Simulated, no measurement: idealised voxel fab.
Process module, titled voxel capacitor over wiring
Section shown: cut. Width: 175 nm. Cell size: 5 nm, square.
We lay out every cross-section as a grid of square cells and spell it out in bands from the top down, where one band means one or more rows of cells. Band: top and bottom heights (nm) first, top before bottom; then materials from left to right, widths in nm. "all across" marks a sole material filling the band edge to edge. "air" denotes empty space. Beneath 0, the wafer as received is one material, and that level is where height counting begins. The lowest band goes on downward without a bottom; it is written like "z 0 and below". With a width like "30 to 40", each row of cells in the band differs from the next by the same amount, the top row carrying the first number and the bottom row the second. For the purposes of this document, the phrase "nothing got changed" attached to a step denotes that no cell within the cross-section was modified by that step. Look at "Enclosed cavity list" for the closed voids: empty spaces with no open path to the top, sized 8 cells or up. Each is width x height at distance, distance from the left edge, all nm. Formally, on a step line, whatever follows the settings is a remark that the simulator itself makes on the step. overlay nm: on a step with a mask, how far right of its planned place the mask lay; negative means left. Heads up before you read on: it's before/after pairs around one process step each, after side only down to the lowest band that changed, step plus settings under the pair. Pairs can be from different runs of this module, same starting wafer, so only chain a pair onto the one above if its "Snapshot before" entry says so.

Snapshot before:
- z 0 and below  Si all across
- Enclosed cavity list: none

Result of Step:
- z 10 to 0  SiO2 all across
- Below 0, no change.
- Enclosed cavity list: none
Q: step between the cross-sections above? A: CONFORMAL_DEP with material SiO2, thk nm 10

Snapshot before: per the after cross-section of the pair just above.

Result of Step:
- z 15 to 10  SiN all across
- Below 10, no change.
- Enclosed cavity list: none
Q: step between the cross-sections above? A: CONFORMAL_DEP with material SiN, thk nm 5

Snapshot before: per the after cross-section of the pair just above.

Result of Step:
- z 40 to 15  lowk all across
- Below 15, no change.
- Enclosed cavity list: none
Q: step between the cross-sections above? A: DIRECTIONAL_DEP with material lowk, thk nm 25

Snapshot before: per the after cross-section of the pair just above.

Result of Step:
- z 40 to 15  lowk=40 | air=20 | lowk=55 | air=20 | lowk=40
- Below 15, no change.
- Enclosed cavity list: none
Q: step between the cross-sections above? A: MASKED_ETCH with tone open, mask id METAL_1, width nm 20, pitch nm 75, etch materials lowk, depth nm 25, overlay nm 0

Snapshot before: per the after cross-section of the pair just above.

Result of Step:
- z 40 to 15  lowk=40 | air=20 | lowk=55 | air=20 | lowk=40
- z 15 to 10  SiN=40 | air=20 | SiN=55 | air=20 | SiN=40
- Below 10, no change.
- Enclosed cavity list: none
Q: step between the cross-sections above? A: MASKED_ETCH with tone open, mask id METAL_1, width nm 20, pitch nm 75, etch materials SiN, depth nm 5, overlay nm 0

Snapshot before: per the after cross-section of the pair just above.

Result of Step:
- z 45 to 40  TiN=45 | air=10 | TiN=65 | air=10 | TiN=45
- z 40 to 15  lowk=40 | TiN=5 | air=10 | TiN=5 | lowk=55 | TiN=5 | air=10 | TiN=5 | lowk=40
- z 15 to 10  SiN=40 | TiN=20 | SiN=55 | TiN=20 | SiN=40
- Below 10, no change.
- Enclosed cavity list: none
Q: step between the cross-sections above? A: CONFORMAL_DEP with material TiN, thk nm 5

Snapshot before: per the after cross-section of the pair just above.

Result of Step:
- z 55 to 45  Cu all across
- z 45 to 40  TiN=45 | Cu=10 | TiN=65 | Cu=10 | TiN=45
- z 40 to 15  lowk=40 | TiN=5 | Cu=10 | TiN=5 | lowk=55 | TiN=5 | Cu=10 | TiN=5 | lowk=40
- Below 15, no change.
- Enclosed cavity list: none
Q: step between the cross-sections above? A: FILL_DEP with material Cu, thk nm 10

Snapshot before: per the after cross-section of the pair just above.

Result of Step:
- z 40 to 15  lowk=40 | TiN=5 | Cu=10 | TiN=5 | lowk=55 | TiN=5 | Cu=10 | TiN=5 | lowk=40
- Below 15, no change.
- Enclosed cavity list: none
Q: step between the cross-sections above? A: CMP with height nm 40

Snapshot before: per the after cross-section of the pair just above.

Result of Step:
- z 45 to 40  air=35 | Ru=30 | air=45 | Ru=30 | air=35
- Below 40, no change.
- Enclosed cavity list: none
Q: step between the cross-sections above? A: EPI with material Ru, thk nm 5

Snapshot before: per the after cross-section of the pair just above.

Result of Step:
- z 50 to 45  SiCN all across
- z 45 to 40  SiCN=35 | Ru=30 | SiCN=45 | Ru=30 | SiCN=35
- Below 40, no change.
- Enclosed cavity list: none
Q: step between the cross-sections above? A: FILL_DEP with material SiCN, thk nm 5

Snapshot before: per the after cross-section of the pair just above.

Result of Step:
- z 70 to 50  lowk all across
- Below 50, no change.
- Enclosed cavity list: none
Q: step between the cross-sections above? A: DIRECTIONAL_DEP with material lowk, thk nm 20

Snapshot before: per the after cross-section of the pair just above.

Result of Step:
- z 85 to 70  resist=45 | air=15 | resist=115
- Below 70, no change.
- Enclosed cavity list: none
Q: step between the cross-sections above? A: PATTERN with tone open, mask id PLUG_1, material resist, width nm 15, thk nm 15, overlay nm 0

Snapshot before: per the after cross-section of the pair just above.

Result of Step:
- z 85 to 70  resist=45 | air=15 | resist=115
- z 70 to 50  lowk=45 | air=15 | lowk=115
- Below 50, no change.
- Enclosed cavity list: none
Q: step between the cross-sections above? A: DIRECTIONAL_ETCH with etch materials lowk, depth nm 20

Snapshot before: per the after cross-section of the pair just above.

Result of Step:
- z 85 to 70  resist=45 | air=15 | resist=115
- z 70 to 50  lowk=45 | air=15 | lowk=115
- z 50 to 45  SiCN=45 | air=15 | SiCN=115
- Below 45, no change.
- Enclosed cavity list: none
Q: step between the cross-sections above? A: DIRECTIONAL_ETCH with etch materials SiCN, depth nm 5

Snapshot before: per the after cross-section of the pair just above.

Result of Step:
- z 70 to 50  lowk=45 | air=15 | lowk=115
- Below 50, no change.
- Enclosed cavity list: none
Q: step between the cross-sections above? A: STRIP with etch materials resist

Snapshot before: per the after cross-section of the pair just above.

Result of Step:
- z 75 to 70  TiN=50 | air=5 | TiN=120
- z 70 to 50  lowk=45 | TiN=5 | air=5 | TiN=5 | lowk=115
- z 50 to 45  SiCN=45 | TiN=15 | SiCN=115
- Below 45, no change.
- Enclosed cavity list: none
Q: step between the cross-sections above? A: CONFORMAL_DEP with material TiN, thk nm 5

Snapshot before: per the after cross-section of the pair just above.

Result of Step:
- z 85 to 75  Cu all across
- z 75 to 70  TiN=50 | Cu=5 | TiN=120
- z 70 to 50  lowk=45 | TiN=5 | Cu=5 | TiN=5 | lowk=115
- Below 50, no change.
- Enclosed cavity list: none
Q: step between the cross-sections above? A: FILL_DEP with material Cu, thk nm 10

Snapshot before: per the after cross-section of the pair just above.

Result of Step:
- z 70 to 50  lowk=45 | TiN=5 | Cu=5 | TiN=5 | lowk=115
- Below 50, no change.
- Enclosed cavity list: none
Q: step between the cross-sections above? A: CMP with height nm 70

Snapshot before: per the after cross-section of the pair just above.

Result of Step:
- z 80 to 70  TiN all across
- Below 70, no change.
- Enclosed cavity list: none
Q: step between the cross-sections above? A: DIRECTIONAL_DEP with material TiN, thk nm 10

Snapshot before: per the after cross-section of the pair just above.

Result of Step:
- z 85 to 80  SiN all across
- Below 80, no change.
- Enclosed cavity list: none
Q: step between the cross-sections above? A: DIRECTIONAL_DEP with material SiN, thk nm 5

Snapshot before: per the after cross-section of the pair just above.

Result of Step:
- z 95 to 85  TiN all across
- Below 85, no change.
- Enclosed cavity list: none
Q: step between the cross-sections above? A: DIRECTIONAL_DEP with material TiN, thk nm 10

Snapshot before: per the after cross-section of the pair just above.

Result of Step:
- z 110 to 95  aC all across
- Below 95, no change.
- Enclosed cavity list: none
Q: step between the cross-sections above? A: DIRECTIONAL_DEP with material aC, thk nm 15

Snapshot before: per the after cross-section of the pair just above.

Result of Step:
- z 145 to 110  air=45 | resist=60 | air=70
- Below 110, no change.
- Enclosed cavity list: none
Q: step between the cross-sections above? A: PATTERN with tone cover, mask id UPPER_PLATE, material resist, width nm 60, thk nm 35, overlay nm 0

Snapshot before: per the after cross-section of the pair just above.

Result of Step:
- z 130 to 110  air=45 | resist=60 | air=70
- z 110 to 95  air=45 | aC=60 | air=70
- Below 95, no change.
- Enclosed cavity list: none
Q: step between the cross-sections above? A: DIRECTIONAL_ETCH with etch materials aC, depth nm 15

Snapshot before: per the after cross-section of the pair just above.

Result of Step:
- z 110 to 95  air=45 | aC=60 | air=70
- Below 95, no change.
- Enclosed cavity list: none
Q: step between the cross-sections above? A: STRIP with etch materials resist

Snapshot before: per the after cross-section of the pair just above.

Result of Step:
- z 110 to 95  air=45 | aC=60 | air=70
- z 95 to 85  air=45 | TiN=60 | air=70
- Below 85, no change.
- Enclosed cavity list: none
Q: step between the cross-sections above? A: DIRECTIONAL_ETCH with etch materials TiN, depth nm 10

Snapshot before: per the after cross-section of the pair just above.

Result of Step:
- z 110 to 95  air=45 | aC=60 | air=70
- z 95 to 85  air=45 | TiN=60 | air=70
- z 85 to 80  air=45 | SiN=60 | air=70
- Below 80, no change.
- Enclosed cavity list: none
Q: step between the cross-sections above? A: DIRECTIONAL_ETCH with etch materials SiN, depth nm 5

Snapshot before: per the after cross-section of the pair just above.

Result of Step:
- z 95 to 85  air=45 | TiN=60 | air=70
- Below 85, no change.
- Enclosed cavity list: none
Q: step between the cross-sections above? A: STRIP with etch materials aC

Snapshot before: per the after cross-section of the pair just above.

Result of Step:
- z 110 to 95  air=45 | aC=60 | air=70
- z 95 to 85  aC=45 | TiN=60 | aC=70
- z 85 to 80  aC=45 | SiN=60 | aC=70
- Below 80, no change.
- Enclosed cavity list: none
Q: step between the cross-sections above? A: DIRECTIONAL_DEP with material aC, thk nm 15

Snapshot before: per the after cross-section of the pair just above.

Result of Step:
- z 140 to 110  air=40 | resist=70 | air=65
- z 110 to 95  air=40 | resist=5 | aC=60 | resist=5 | air=65
- Below 95, no change.
- Enclosed cavity list: none
Q: step between the cross-sections above? A: PATTERN with tone cover, mask id LOWER_PLATE, material resist, width nm 70, thk nm 30, overlay nm 0

Snapshot before: per the after cross-section of the pair just above.

Result of Step:
- z 125 to 110  air=40 | resist=70 | air=65
- z 110 to 95  air=40 | resist=5 | aC=60 | resist=5 | air=65
- z 95 to 85  air=40 | aC=5 | TiN=60 | aC=5 | air=65
- z 85 to 80  air=40 | aC=5 | SiN=60 | aC=5 | air=65
- Below 80, no change.
- Enclosed cavity list: none
Q: step between the cross-sections above? A: DIRECTIONAL_ETCH with etch materials aC, depth nm 15

Snapshot before: per the after cross-section of the pair just above.

Result of Step:
- z 110 to 95  air=45 | aC=60 | air=70
- Below 95, no change.
- Enclosed cavity list: none
Q: step between the cross-sections above? A: STRIP with etch materials resist

Snapshot before: per the after cross-section of the pair just above.

Result of Step:
- z 110 to 95  air=45 | aC=60 | air=70
- z 95 to 85  air=40 | aC=5 | TiN=60 | aC=5 | air=65
- z 85 to 80  air=40 | aC=5 | SiN=60 | aC=5 | air=65
- z 80 to 70  air=40 | TiN=70 | air=65
- Below 70, no change.
- Enclosed cavity list: none
Q: step between the cross-sections above? A: DIRECTIONAL_ETCH with etch materials TiN, depth nm 10

Snapshot before: per the after cross-section of the pair just above.

Result of Step:
- z 95 to 85  air=45 | TiN=60 | air=70
- z 85 to 80  air=45 | SiN=60 | air=70
- Below 80, no change.
- Enclosed cavity list: none
Q: step between the cross-sections above? A: STRIP with etch materials aC

Snapshot before: per the after cross-section of the pair just above.

Result of Step:
- z 110 to 95  SiO2 all across
- z 95 to 85  SiO2=45 | TiN=60 | SiO2=70
- z 85 to 80  SiO2=45 | SiN=60 | SiO2=70
- z 80 to 70  SiO2=40 | TiN=70 | SiO2=65
- Below 70, no change.
- Enclosed cavity list: none
Q: step between the cross-sections above? A: FILL_DEP with material SiO2, thk nm 15

Snapshot before: per the after cross-section of the pair just above.

Result of Step:
- z 105 to 95  SiO2 all across
- Below 95, no change.
- Enclosed cavity list: none
Q: step between the cross-sections above? A: CMP with height nm 105

Snapshot before: per the after cross-section of the pair just above.

Result of Step:
- z 105 to 95  SiO2=55 | air=15 | SiO2=105
- Below 95, no change.
- Enclosed cavity list: none
Q: step between the cross-sections above? A: MASKED_ETCH with tone open, mask id PLUG_2, width nm 15, etch materials SiO2, depth nm 10, overlay nm 0

Snapshot before: per the after cross-section of the pair just above.

Result of Step:
- z 110 to 105  TiN=60 | air=5 | TiN=110
- z 105 to 100  SiO2=55 | TiN=5 | air=5 | TiN=5 | SiO2=105
- z 100 to 95  SiO2=55 | TiN=15 | SiO2=105
- Below 95, no change.
- Enclosed cavity list: none
Q: step between the cross-sections above? A: CONFORMAL_DEP with material TiN, thk nm 5

Snapshot before: per the after cross-section of the pair just above.

Result of Step:
- z 115 to 110  Ru all across
- z 110 to 105  TiN=60 | Ru=5 | TiN=110
- z 105 to 100  SiO2=55 | TiN=5 | Ru=5 | TiN=5 | SiO2=105
- Below 100, no change.
- Enclosed cavity list: none
Q: step between the cross-sections above? A: FILL_DEP with material Ru, thk nm 5

Snapshot before: per the after cross-section of the pair just above.

Result of Step:
- z 105 to 100  SiO2=55 | TiN=5 | Ru=5 | TiN=5 | SiO2=105
- Below 100, no change.
- Enclosed cavity list: none
Q: step between the cross-sections above? A: CMP with height nm 105

Snapshot before: per the after cross-section of the pair just above.

Result of Step:
- z 110 to 105  SiCN all across
- Below 105, no change.
- Enclosed cavity list: none
Q: step between the cross-sections above? A: CONFORMAL_DEP with material SiCN, thk nm 5

Snapshot before:
- z 85 to 75  Cu all across
- z 75 to 70  TiN=50 | Cu=5 | TiN=120
- z 70 to 50  lowk=45 | TiN=5 | Cu=5 | TiN=5 | lowk=115
- z 50 to 45  SiCN=45 | TiN=15 | SiCN=115
- z 45 to 40  SiCN=35 | Ru=30 | SiCN=45 | Ru=30 | SiCN=35
- z 40 to 15  lowk=40 | TiN=5 | Cu=10 | TiN=5 | lowk=55 | TiN=5 | Cu=10 | TiN=5 | lowk=40
- z 15 to 10  SiN=40 | TiN=20 | SiN=55 | TiN=20 | SiN=40
- z 10 to 0  SiO2 all across
- z 0 and below  Si all across
- Enclosed cavity list: none

Result of Step:
- z 95 to 85  TiN all across
- Below 85, no change.
- Enclosed cavity list: none
Q: step between the cross-sections above? A: DIRECTIONAL_DEP with material TiN, thk nm 10

Snapshot before: per the after cross-section of the pair just above.

Result of Step:
- z 100 to 95  SiN all across
- Below 95, no change.
- Enclosed cavity list: none
Q: step between the cross-sections above? A: DIRECTIONAL_DEP with material SiN, thk nm 5

Snapshot before: per the after cross-section of the pair just above.

Result of Step:
- z 110 to 100  TiN all across
- Below 100, no change.
- Enclosed cavity list: none
Q: step between the cross-sections above? A: DIRECTIONAL_DEP with material TiN, thk nm 10

Snapshot before: per the after cross-section of the pair just above.

Result of Step:
- z 125 to 110  aC all across
- Below 110, no change.
- Enclosed cavity list: none
Q: step between the cross-sections above? A: DIRECTIONAL_DEP with material aC, thk nm 15

Snapshot before: per the after cross-section of the pair just above.

Result of Step:
- z 160 to 125  air=45 | resist=60 | air=70
- Below 125, no change.
- Enclosed cavity list: none
Q: step between the cross-sections above? A: PATTERN with tone cover, mask id UPPER_PLATE, material resist, width nm 60, thk nm 35, overlay nm 0

Snapshot before: per the after cross-section of the pair just above.

Result of Step:
- z 145 to 125  air=45 | resist=60 | air=70
- z 125 to 110  air=45 | aC=60 | air=70
- Below 110, no change.
- Enclosed cavity list: none
Q: step between the cross-sections above? A: DIRECTIONAL_ETCH with etch materials aC, depth nm 15

Snapshot before: per the after cross-section of the pair just above.

Result of Step:
- z 125 to 110  air=45 | aC=60 | air=70
- Below 110, no change.
- Enclosed cavity list: none
Q: step between the cross-sections above? A: STRIP with etch materials resist

Snapshot before: per the after cross-section of the pair just above.

Result of Step:
- z 125 to 110  air=45 | aC=60 | air=70
- z 110 to 100  air=45 | TiN=60 | air=70
- Below 100, no change.
- Enclosed cavity list: none
Q: step between the cross-sections above? A: DIRECTIONAL_ETCH with etch materials TiN, depth nm 10

Snapshot before: per the after cross-section of the pair just above.

Result of Step:
- z 125 to 110  air=45 | aC=60 | air=70
- z 110 to 100  air=45 | TiN=60 | air=70
- z 100 to 95  air=45 | SiN=60 | air=70
- Below 95, no change.
- Enclosed cavity list: none
Q: step between the cross-sections above? A: DIRECTIONAL_ETCH with etch materials SiN, depth nm 5

Snapshot before: per the after cross-section of the pair just above.

Result of Step:
- z 110 to 100  air=45 | TiN=60 | air=70
- Below 100, no change.
- Enclosed cavity list: none
Q: step between the cross-sections above? A: STRIP with etch materials aC

Snapshot before: per the after cross-section of the pair just above.

Result of Step:
- z 125 to 110  air=45 | aC=60 | air=70
- z 110 to 100  aC=45 | TiN=60 | aC=70
- z 100 to 95  aC=45 | SiN=60 | aC=70
- Below 95, no change.
- Enclosed cavity list: none
Q: step between the cross-sections above? A: DIRECTIONAL_DEP with material aC, thk nm 15

Snapshot before: per the after cross-section of the pair just above.

Result of Step:
- z 155 to 125  air=40 | resist=70 | air=65
- z 125 to 110  air=40 | resist=5 | aC=60 | resist=5 | air=65
- Below 110, no change.
- Enclosed cavity list: none
Q: step between the cross-sections above? A: PATTERN with tone cover, mask id LOWER_PLATE, material resist, width nm 70, thk nm 30, overlay nm 0

Snapshot before: per the after cross-section of the pair just above.

Result of Step:
- z 140 to 125  air=40 | resist=70 | air=65
- z 125 to 110  air=40 | resist=5 | aC=60 | resist=5 | air=65
- z 110 to 100  air=40 | aC=5 | TiN=60 | aC=5 | air=65
- z 100 to 95  air=40 | aC=5 | SiN=60 | aC=5 | air=65
- Below 95, no change.
- Enclosed cavity list: none
Q: step between the cross-sections above? A: DIRECTIONAL_ETCH with etch materials aC, depth nm 15

Snapshot before: per the after cross-section of the pair just above.

Result of Step:
- z 125 to 110  air=45 | aC=60 | air=70
- Below 110, no change.
- Enclosed cavity list: none
Q: step between the cross-sections above? A: STRIP with etch materials resist

Snapshot before: per the after cross-section of the pair just above.

Result of Step:
- z 125 to 110  air=45 | aC=60 | air=70
- z 110 to 100  air=40 | aC=5 | TiN=60 | aC=5 | air=65
- z 100 to 95  air=40 | aC=5 | SiN=60 | aC=5 | air=65
- z 95 to 85  air=40 | TiN=70 | air=65
- Below 85, no change.
- Enclosed cavity list: none
Q: step between the cross-sections above? A: DIRECTIONAL_ETCH with etch materials TiN, depth nm 10

Snapshot before: per the after cross-section of the pair just above.

Result of Step:
- z 110 to 100  air=45 | TiN=60 | air=70
- z 100 to 95  air=45 | SiN=60 | air=70
- Below 95, no change.
- Enclosed cavity list: none
Q: step between the cross-sections above? A: STRIP with etch materials aC

Snapshot before: per the after cross-section of the pair just above.

Result of Step:
- z 125 to 110  SiO2 all across
- z 110 to 100  SiO2=45 | TiN=60 | SiO2=70
- z 100 to 95  SiO2=45 | SiN=60 | SiO2=70
- z 95 to 85  SiO2=40 | TiN=70 | SiO2=65
- Below 85, no change.
- Enclosed cavity list: none
Q: step between the cross-sections above? A: FILL_DEP with material SiO2, thk nm 15

Snapshot before: per the after cross-section of the pair just above.

Result of Step:
- z 105 to 100  SiO2=45 | TiN=60 | SiO2=70
- Below 100, no change.
- Enclosed cavity list: none
Q: step between the cross-sections above? A: CMP with height nm 105

Snapshot before: per the after cross-section of the pair just above.

Result of Step:
- z 110 to 105  TiN all across
- Below 105, no change.
- Enclosed cavity list: none
Q: step between the cross-sections above? A: CONFORMAL_DEP with material TiN, thk nm 5

Snapshot before: per the after cross-section of the pair just above.

Result of Step:
- z 115 to 110  Ru all across
- Below 110, no change.
- Enclosed cavity list: none
Q: step between the cross-sections above? A: FILL_DEP with material Ru, thk nm 5

Snapshot before: per the after cross-section of the pair just above.

Result of Step:
- z 105 to 100  SiO2=45 | TiN=60 | SiO2=70
- Below 100, no change.
- Enclosed cavity list: none
Q: step between the cross-sections above? A: CMP with height nm 105

Snapshot before: per the after cross-section of the pair just above.

Result of Step:
- z 110 to 105  SiCN all across
- Below 105, no change.
- Enclosed cavity list: none
Q: step between the cross-sections above? A: CONFORMAL_DEP with material SiCN, thk nm 5

Snapshot before:
- z 10 to 0  SiO2 all across
- z 0 and below  Si all across
- Enclosed cavity list: none

Result of Step:
- z 35 to 10  lowk all across
- Below 10, no change.
- Enclosed cavity list: none
Q: step between the cross-sections above? A: DIRECTIONAL_DEP with material lowk, thk nm 25

Snapshot before: per the after cross-section of the pair just above.

Result of Step:
- z 40 to 35  SiN all across
- Below 35, no change.
- Enclosed cavity list: none
Q: step between the cross-sections above? A: CONFORMAL_DEP with material SiN, thk nm 5

Snapshot before: per the after cross-section of the pair just above.

Result of Step:
- z 40 to 35  SiN=40 | air=20 | SiN=55 | air=20 | SiN=40
- Below 35, no change.
- Enclosed cavity list: none
Q: step between the cross-sections above? A: MASKED_ETCH with tone open, mask id METAL_1, width nm 20, pitch nm 75, etch materials SiN, depth nm 5, overlay nm 0

Snapshot before: per the after cross-section of the pair just above.

Result of Step:
- z 45 to 40  TiN=45 | air=10 | TiN=65 | air=10 | TiN=45
- z 40 to 35  SiN=40 | TiN=20 | SiN=55 | TiN=20 | SiN=40
- Below 35, no change.
- Enclosed cavity list: none
Q: step between the cross-sections above? A: CONFORMAL_DEP with material TiN, thk nm 5

Snapshot before: per the after cross-section of the pair just above.

Result of Step:
- z 55 to 45  Cu all across
- z 45 to 40  TiN=45 | Cu=10 | TiN=65 | Cu=10 | TiN=45
- Below 40, no change.
- Enclosed cavity list: none
Q: step between the cross-sections above? A: FILL_DEP with material Cu, thk nm 10

Snapshot before: per the after cross-section of the pair just above.

Result of Step:
- z 40 to 35  SiN=40 | TiN=20 | SiN=55 | TiN=20 | SiN=40
- Below 35, no change.
- Enclosed cavity list: none
Q: step between the cross-sections above? A: CMP with height nm 40

Snapshot before: per the after cross-section of the pair just above.

Result of Step:
- z 45 to 40  air=35 | Ru=30 | air=45 | Ru=30 | air=35
- Below 40, no change.
- Enclosed cavity list: none
Q: step between the cross-sections above? A: EPI with material Ru, thk nm 5

Snapshot before: per the after cross-section of the pair just above.

Result of Step:
- z 50 to 45  SiCN all across
- z 45 to 40  SiCN=35 | Ru=30 | SiCN=45 | Ru=30 | SiCN=35
- Below 40, no change.
- Enclosed cavity list: none
Q: step between the cross-sections above? A: FILL_DEP with material SiCN, thk nm 5

Snapshot before: per the after cross-section of the pair just above.

Result of Step:
- z 70 to 50  lowk all across
- Below 50, no change.
- Enclosed cavity list: none
Q: step between the cross-sections above? A: DIRECTIONAL_DEP with material lowk, thk nm 20

Snapshot before: per the after cross-section of the pair just above.

Result of Step:
- z 85 to 70  resist=45 | air=15 | resist=115
- Below 70, no change.
- Enclosed cavity list: none
Q: step between the cross-sections above? A: PATTERN with tone open, mask id PLUG_1, material resist, width nm 15, thk nm 15, overlay nm 0

Snapshot before: per the after cross-section of the pair just above.

Result of Step:
- z 85 to 70  resist=45 | air=15 | resist=115
- z 70 to 50  lowk=45 | air=15 | lowk=115
- Below 50, no change.
- Enclosed cavity list: none
Q: step between the cross-sections above? A: DIRECTIONAL_ETCH with etch materials lowk, depth nm 20

Snapshot before: per the after cross-section of the pair just above.

Result of Step:
- z 85 to 70  resist=45 | air=15 | resist=115
- z 70 to 50  lowk=45 | air=15 | lowk=115
- z 50 to 45  SiCN=45 | air=15 | SiCN=115
- Below 45, no change.
- Enclosed cavity list: none
Q: step between the cross-sections above? A: DIRECTIONAL_ETCH with etch materials SiCN, depth nm 5

Snapshot before: per the after cross-section of the pair just above.

Result of Step:
- z 70 to 50  lowk=45 | air=15 | lowk=115
- Below 50, no change.
- Enclosed cavity list: none
Q: step between the cross-sections above? A: STRIP with etch materials resist

Snapshot before: per the after cross-section of the pair just above.

Result of Step:
- z 75 to 70  TiN=50 | air=5 | TiN=120
- z 70 to 50  lowk=45 | TiN=5 | air=5 | TiN=5 | lowk=115
- z 50 to 45  SiCN=45 | TiN=15 | SiCN=115
- Below 45, no change.
- Enclosed cavity list: none
Q: step between the cross-sections above? A: CONFORMAL_DEP with material TiN, thk nm 5

Snapshot before: per the after cross-section of the pair just above.

Result of Step:
- z 85 to 75  Cu all across
- z 75 to 70  TiN=50 | Cu=5 | TiN=120
- z 70 to 50  lowk=45 | TiN=5 | Cu=5 | TiN=5 | lowk=115
- Below 50, no change.
- Enclosed cavity list: none
Q: step between the cross-sections above? A: FILL_DEP with material Cu, thk nm 10

Snapshot before: per the after cross-section of the pair just above.

Result of Step:
- z 70 to 50  lowk=45 | TiN=5 | Cu=5 | TiN=5 | lowk=115
- Below 50, no change.
- Enclosed cavity list: none
Q: step between the cross-sections above? A: CMP with height nm 70

Snapshot before: per the after cross-section of the pair just above.

Result of Step:
- z 80 to 70  TiN all across
- Below 70, no change.
- Enclosed cavity list: none
Q: step between the cross-sections above? A: DIRECTIONAL_DEP with material TiN, thk nm 10

Snapshot before: per the after cross-section of the pair just above.

Result of Step:
- z 85 to 80  SiN all across
- Below 80, no change.
- Enclosed cavity list: none
Q: step between the cross-sections above? A: DIRECTIONAL_DEP with material SiN, thk nm 5

Snapshot before: per the after cross-section of the pair just above.

Result of Step:
- z 95 to 85  TiN all across
- Below 85, no change.
- Enclosed cavity list: none
Q: step between the cross-sections above? A: DIRECTIONAL_DEP with material TiN, thk nm 10

Snapshot before: per the after cross-section of the pair just above.

Result of Step:
- z 110 to 95  aC all across
- Below 95, no change.
- Enclosed cavity list: none
Q: step between the cross-sections above? A: DIRECTIONAL_DEP with material aC, thk nm 15

Snapshot before: per the after cross-section of the pair just above.

Result of Step:
- z 145 to 110  air=45 | resist=60 | air=70
- Below 110, no change.
- Enclosed cavity list: none
Q: step between the cross-sections above? A: PATTERN with tone cover, mask id UPPER_PLATE, material resist, width nm 60, thk nm 35, overlay nm 0

Snapshot before: per the after cross-section of the pair just above.

Result of Step:
- z 130 to 110  air=45 | resist=60 | air=70
- z 110 to 95  air=45 | aC=60 | air=70
- Below 95, no change.
- Enclosed cavity list: none
Q: step between the cross-sections above? A: DIRECTIONAL_ETCH with etch materials aC, depth nm 15

Snapshot before: per the after cross-section of the pair just above.

Result of Step:
- z 110 to 95  air=45 | aC=60 | air=70
- Below 95, no change.
- Enclosed cavity list: none
Q: step between the cross-sections above? A: STRIP with etch materials resist

Snapshot before: per the after cross-section of the pair just above.

Result of Step:
- z 110 to 95  air=45 | aC=60 | air=70
- z 95 to 85  air=45 | TiN=60 | air=70
- Below 85, no change.
- Enclosed cavity list: none
Q: step between the cross-sections above? A: DIRECTIONAL_ETCH with etch materials TiN, depth nm 10

Snapshot before: per the after cross-section of the pair just above.

Result of Step:
- z 110 to 95  air=45 | aC=60 | air=70
- z 95 to 85  air=45 | TiN=60 | air=70
- z 85 to 80  air=45 | SiN=60 | air=70
- Below 80, no change.
- Enclosed cavity list: none
Q: step between the cross-sections above? A: DIRECTIONAL_ETCH with etch materials SiN, depth nm 5

Snapshot before: per the after cross-section of the pair just above.

Result of Step:
- z 95 to 85  air=45 | TiN=60 | air=70
- Below 85, no change.
- Enclosed cavity list: none
Q: step between the cross-sections above? A: STRIP with etch materials aC

Snapshot before: per the after cross-section of the pair just above.

Result of Step:
- z 110 to 95  air=45 | aC=60 | air=70
- z 95 to 85  aC=45 | TiN=60 | aC=70
- z 85 to 80  aC=45 | SiN=60 | aC=70
- Below 80, no change.
- Enclosed cavity list: none
Q: step between the cross-sections above? A: DIRECTIONAL_DEP with material aC, thk nm 15

Snapshot before: per the after cross-section of the pair just above.

Result of Step:
- z 140 to 110  air=40 | resist=70 | air=65
- z 110 to 95  air=40 | resist=5 | aC=60 | resist=5 | air=65
- Below 95, no change.
- Enclosed cavity list: none
Q: step between the cross-sections above? A: PATTERN with tone cover, mask id LOWER_PLATE, material resist, width nm 70, thk nm 30, overlay nm 0

Snapshot before: per the after cross-section of the pair just above.

Result of Step:
- z 125 to 110  air=40 | resist=70 | air=65
- z 110 to 95  air=40 | resist=5 | aC=60 | resist=5 | air=65
- z 95 to 85  air=40 | aC=5 | TiN=60 | aC=5 | air=65
- z 85 to 80  air=40 | aC=5 | SiN=60 | aC=5 | air=65
- Below 80, no change.
- Enclosed cavity list: none
Q: step between the cross-sections above? A: DIRECTIONAL_ETCH with etch materials aC, depth nm 15

Snapshot before: per the after cross-section of the pair just above.

Result of Step:
- z 110 to 95  air=45 | aC=60 | air=70
- Below 95, no change.
- Enclosed cavity list: none
Q: step between the cross-sections above? A: STRIP with etch materials resist

Snapshot before: per the after cross-section of the pair just above.

Result of Step:
- z 110 to 95  air=45 | aC=60 | air=70
- z 95 to 85  air=40 | aC=5 | TiN=60 | aC=5 | air=65
- z 85 to 80  air=40 | aC=5 | SiN=60 | aC=5 | air=65
- z 80 to 70  air=40 | TiN=70 | air=65
- Below 70, no change.
- Enclosed cavity list: none
Q: step between the cross-sections above? A: DIRECTIONAL_ETCH with etch materials TiN, depth nm 10

Snapshot before: per the after cross-section of the pair just above.

Result of Step:
- z 95 to 85  air=45 | TiN=60 | air=70
- z 85 to 80  air=45 | SiN=60 | air=70
- Below 80, no change.
- Enclosed cavity list: none
Q: step between the cross-sections above? A: STRIP with etch materials aC

Snapshot before: per the after cross-section of the pair just above.

Result of Step:
- z 110 to 95  SiO2 all across
- z 95 to 85  SiO2=45 | TiN=60 | SiO2=70
- z 85 to 80  SiO2=45 | SiN=60 | SiO2=70
- z 80 to 70  SiO2=40 | TiN=70 | SiO2=65
- Below 70, no change.
- Enclosed cavity list: none
Q: step between the cross-sections above? A: FILL_DEP with material SiO2, thk nm 15

Snapshot before: per the after cross-section of the pair just above.

Result of Step:
- z 105 to 95  SiO2 all across
- Below 95, no change.
- Enclosed cavity list: none
Q: step between the cross-sections above? A: CMP with height nm 105

Snapshot before: per the after cross-section of the pair just above.

Result of Step:
- z 105 to 95  SiO2=55 | air=15 | SiO2=105
- Below 95, no change.
- Enclosed cavity list: none
Q: step between the cross-sections above? A: MASKED_ETCH with tone open, mask id PLUG_2, width nm 15, etch materials SiO2, depth nm 10, overlay nm 0

Snapshot before: per the after cross-section of the pair just above.

Result of Step:
- z 110 to 105  TiN=60 | air=5 | TiN=110
- z 105 to 100  SiO2=55 | TiN=5 | air=5 | TiN=5 | SiO2=105
- z 100 to 95  SiO2=55 | TiN=15 | SiO2=105
- Below 95, no change.
- Enclosed cavity list: none
Q: step between the cross-sections above? A: CONFORMAL_DEP with material TiN, thk nm 5
